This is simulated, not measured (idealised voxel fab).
process module | voxel tone inversion
cross-section cut | 150 nm wide | cells 5 nm
A cross-section is a grid of square cells, given in bands from the top down. A band is one or more rows of cells.
Each band's line starts with the height of the band's top and of its bottom, in nm. Then come its materials from left to right, each with its width in nm. One material with "throughout" fills the band from edge to edge. "air" is empty space.
Height 0 is the level under which the wafer as received is all one material. The lowest band goes on downwards, as in "0 down".
A width such as "30 to 40" changes by the same amount from each row of cells to the next, from the band's top row to its bottom row.
"no change" after a step means that no cell of the cross-section changed.
closed voids: empty space of 8 cells or more with no open way to the top, each as width x height at its distance from the left edge, in nm
after a step's settings: what the simulator itself notes on the step
overlay nm, on a step with a mask: how far to the right of its planned place the mask lay; to the left if negative
plan
1 op RECEIVE | material Si
2 op CONFORMAL_DEP | material SiN | thk nm 5
3 op DIRECTIONAL_DEP | material aC | thk nm 15
4 op PATTERN | tone cover | mask id POSTS | material resist | width nm 25 | pitch nm 40 | thk nm 25 | overlay nm 0
5 op DIRECTIONAL_ETCH | etch materials aC | depth nm 15
6 op STRIP | etch materials resist
7 op FILL_DEP | material SiO2 | thk nm 10
8 op CMP | height nm 20
9 op STRIP | etch materials aC
as received, after step 1
  0 down: Si throughout
  closed voids: none
first wafer at the end, as planned
  20 to 5: SiO2 40 | air 25 | SiO2 15 | air 25 | SiO2 45
  5 to 0: SiN throughout
  0 down: Si throughout
  closed voids: none
second wafer at the end: like start, like plan, one mistake
  20 to 15: SiO2 40 | air 25 | SiO2 15 | air 25 | SiO2 45
  15 to 0: SiN throughout
  0 down: Si throughout
  closed voids: none
what went wrong: step 2 ran as: op CONFORMAL_DEP | material SiN | thk nm 15
at the end the second wafer has, in cells: 60 more of SiN | 40 fewer of SiO2
